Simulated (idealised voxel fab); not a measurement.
Proc. module: voxel gate over fins
Cross-section cut: width 265 nm, square cells of 5 nm.
A cross-section in this document is a grid of square cells, and it is written down as bands, the top band listed before the ones below it; a band is made up of one or more rows of cells.
Top, bottom (nm), then materials left to right with widths (nm); lone material tagged "edge to edge" fills the whole band edge to edge; "blank" = empty space.
Height 0 is the level under which the wafer as received is all one material. The lowest band goes on downwards, as in "0 down".
A two-number width, for instance "30..40", indicates that the width is equal to the first number in the top row of the band and to the second number in the bottom row, and that it changes by a constant amount per row of cells.
Any step labelled "nothing altered" changed none of the cells in the cross-section.
"Closed void table" means: voids of 8 cells or more that are shut off from the top with no open way through. Written width x height at distance, distance from the left edge, in nm.
Heads up: the bit after the settings on a step's line is the simulator's remark on that step.
Among the settings permitted on a step's line is "overlay nm"; applied to a step with a mask, it specifies the extent to which the mask lay to the right of its planned position, whereas a negative figure signifies a position to the left.

The following list gives the planned process steps
1,RECEIVE: material Si
2,CONFORMAL_DEP: material SiN, thk nm 10
3,MASKED_ETCH: tone cover, mask id FINS, width nm 15, pitch nm 60, etch materials SiN, depth nm 10, overlay nm 0
4,MASKED_ETCH: tone cover, mask id FINS, width nm 15, pitch nm 60, etch materials Si, depth nm 40, overlay nm 0
5,OXIDIZE: depth nm 5
6,FILL_DEP: material SiO2, thk nm 5
7,CMP: height nm 10
8,MASKED_ETCH: tone open, mask id RAIL, width nm 15, etch materials SiO2, depth nm 45, overlay nm 0
9,CONFORMAL_DEP: material TiN, thk nm 5
10,FILL_DEP: material Ru, thk nm 10
11,CMP: height nm 10
12,SELECTIVE_ETCH: etch materials W Ru TiN, depth nm 30
13,FILL_DEP: material SiO2, thk nm 5
14,CMP: height nm 10
15,SELECTIVE_ETCH: etch materials SiO2, depth nm 20
16,STRIP: etch materials SiN
17,CONFORMAL_DEP: material HfO2, thk nm 5
18,CONFORMAL_DEP: material TiN, thk nm 5
19,CONFORMAL_DEP: material TiAl, thk nm 5
20,CONFORMAL_DEP: material TiN, thk nm 5
21,FILL_DEP: material W, thk nm 10
22,CMP: height nm 25
23,CONFORMAL_DEP: material SiCN, thk nm 10

Cross-section, incoming material, after step 1
* 0 down = Si edge to edge
* Closed void table: none

The first of the two wafers as seen in cross-section once the module was finished; processing followed the plan
* 35 to 25 = SiCN edge to edge
* 25 to 20 = W edge to edge
* 20 to 15 = W=20; TiN=45; W=15; TiN=45; W=15; TiN=45; W=15; TiN=45; W=20
* 15 to 10 = W=20; TiN=5; TiAl=35; TiN=5; W=15; TiN=5; TiAl=35; TiN=5; W=15; TiN=5; TiAl=35; TiN=5; W=15; TiN=5; TiAl=35; TiN=5; W=20
* 10 to 5 = TiN=25; TiAl=5; TiN=25; TiAl=5; TiN=25; TiAl=5; TiN=25; TiAl=5; TiN=25; TiAl=5; TiN=25; TiAl=5; TiN=25; TiAl=5; TiN=25; TiAl=5; TiN=25
* 5 to 0 = TiAl=30; TiN=5; HfO2=15; TiN=5; TiAl=35; TiN=5; HfO2=15; TiN=5; TiAl=35; TiN=5; HfO2=15; TiN=5; TiAl=35; TiN=5; HfO2=15; TiN=5; TiAl=30
* 0 to -5 = TiN=35; HfO2=5; Si=5; HfO2=5; TiN=45; HfO2=5; Si=5; HfO2=5; TiN=45; HfO2=5; Si=5; HfO2=5; TiN=45; HfO2=5; Si=5; HfO2=5; TiN=35
* -5 to -10 = HfO2=40; Si=5; HfO2=55; Si=5; HfO2=55; Si=5; HfO2=55; Si=5; HfO2=40
* -10 to -20 = SiO2=40; Si=5; SiO2=55; Si=5; SiO2=55; Si=5; SiO2=55; Si=5; SiO2=40
* -20 to -30 = SiO2=40; Si=5; SiO2=20; TiN=5; Ru=5; TiN=5; SiO2=20; Si=5; SiO2=55; Si=5; SiO2=55; Si=5; SiO2=40
* -30 to -35 = SiO2=40; Si=5; SiO2=20; TiN=15; SiO2=20; Si=5; SiO2=55; Si=5; SiO2=55; Si=5; SiO2=40
* -35 to -45 = SiO2=40; Si=5; SiO2=55; Si=5; SiO2=55; Si=5; SiO2=55; Si=5; SiO2=40
* -45 down = Si edge to edge
* Closed void table: none

Wafer two, sectioned after the module: the first wafer's start, the first wafer's plan, and one mistake in how it was run
* 35 to 25 = SiCN edge to edge
* 25 to 20 = W edge to edge
* 20 to 15 = W=20; TiN=45; W=15; TiN=45; W=15; TiN=45; W=15; TiN=45; W=20
* 15 to 10 = W=20; TiN=5; TiAl=35; TiN=5; W=15; TiN=5; TiAl=35; TiN=5; W=15; TiN=5; TiAl=35; TiN=5; W=15; TiN=5; TiAl=35; TiN=5; W=20
* 10 to 5 = TiN=25; TiAl=5; TiN=25; TiAl=5; TiN=25; TiAl=5; TiN=25; TiAl=5; TiN=25; TiAl=5; TiN=25; TiAl=5; TiN=25; TiAl=5; TiN=25; TiAl=5; TiN=25
* 5 to 0 = TiAl=30; TiN=5; HfO2=15; TiN=5; TiAl=35; TiN=5; HfO2=15; TiN=5; TiAl=35; TiN=5; HfO2=15; TiN=5; TiAl=35; TiN=5; HfO2=15; TiN=5; TiAl=30
* 0 to -5 = TiN=35; HfO2=5; Si=5; HfO2=5; TiN=45; HfO2=5; Si=5; HfO2=5; TiN=45; HfO2=5; Si=5; HfO2=5; TiN=45; HfO2=5; Si=5; HfO2=5; TiN=35
* -5 to -10 = HfO2=40; Si=5; HfO2=55; Si=5; HfO2=55; Si=5; HfO2=55; Si=5; HfO2=40
* -10 to -20 = SiO2=40; Si=5; SiO2=55; Si=5; SiO2=55; Si=5; SiO2=55; Si=5; SiO2=40
* -20 to -30 = SiO2=40; Si=5; SiO2=30; TiN=5; Ru=5; TiN=5; SiO2=10; Si=5; SiO2=55; Si=5; SiO2=55; Si=5; SiO2=40
* -30 to -35 = SiO2=40; Si=5; SiO2=30; TiN=15; SiO2=10; Si=5; SiO2=55; Si=5; SiO2=55; Si=5; SiO2=40
* -35 to -45 = SiO2=40; Si=5; SiO2=55; Si=5; SiO2=55; Si=5; SiO2=55; Si=5; SiO2=40
* -45 down = Si edge to edge
* Closed void table: none
Diagnosis: off-plan run, step 8, actual operation and settings MASKED_ETCH: tone open, mask id RAIL, width nm 15, etch materials SiO2, depth nm 45, overlay nm 10
So at the finish, the second wafer's got exactly as many cells of each material as the first, just not in the same spots.
